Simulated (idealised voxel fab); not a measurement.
Name of the process module below: voxel trench capacitor
In the cross-section labelled cut, the width is 210 nm and each square cell is 5 nm.
Think of the cross-section as a grid of square cells. We describe it in bands, top to bottom, and each band covers one or more rows of those cells.
Band entry format. Leading values: height of top, height of bottom, nm. Remainder: materials in left-to-right order, each with its width in nm. Special words: "all across" on a single material, which then fills the band edge to edge; "empty", empty space.
Heads up on the height convention: 0 is the point under which the incoming wafer is all one material, and the lowest band has no bottom, it just keeps going down, like "z 0 and below".
The expression "30->40" gives the width at the extremes of the band, the first number at its top row of cells and the second at its bottom row, with the width changing by equal amounts from each row to the next in between.
For the purposes of this document, the phrase "nothing was modified" attached to a step denotes that no cell within the cross-section was modified by that step.
"Cavities, sealed" lists enclosed empty spaces (at least 8 cells, no open path upward to the top), each as width x height at distance from the left edge, in nm.
Read whatever lies past the settings on a step's line as the simulator's own remark about the step.
overlay nm: right-of-plan distance of the mask on a masked step; negative values mean left-of-plan.

Planned process steps
1,RECEIVE with material Si
2,CONFORMAL_DEP with material SiN, thk nm 5
3,PATTERN with tone open, mask id TRENCH, material resist, width nm 20, pitch nm 35, thk nm 15, overlay nm 0
4,DIRECTIONAL_ETCH with etch materials SiN, depth nm 10
5,DIRECTIONAL_ETCH with etch materials Si, depth nm 25
6,STRIP with etch materials resist
7,CONFORMAL_DEP with material SiO2, thk nm 5
8,FILL_DEP with material polySi, thk nm 5
9,CMP with height nm 10
Heads up: all these wafers start the same, and what changes between them is the thk nm in step 2. The value you see in the plan is just what the first wafer got.

First of several wafers (as received, post step 1), cross-sectional view
* z 0 and below | Si all across
* Cavities, sealed: none

Row per wafer, end-of-module: cell gain (+)/loss (-) by material since the wafer came in, then closed voids
thk nm 5 | -80 Si | +26 SiN | +90 SiO2 | +48 polySi | Cavities, sealed: none
thk nm 10 | -80 Si | +52 SiN | +64 SiO2 | +48 polySi | Cavities, sealed: none
thk nm 15 | +68 SiN | +16 SiO2 | Cavities, sealed: none
thk nm 20 | +84 SiN | Cavities, sealed: none
thk nm 25 | +84 SiN | Cavities, sealed: none
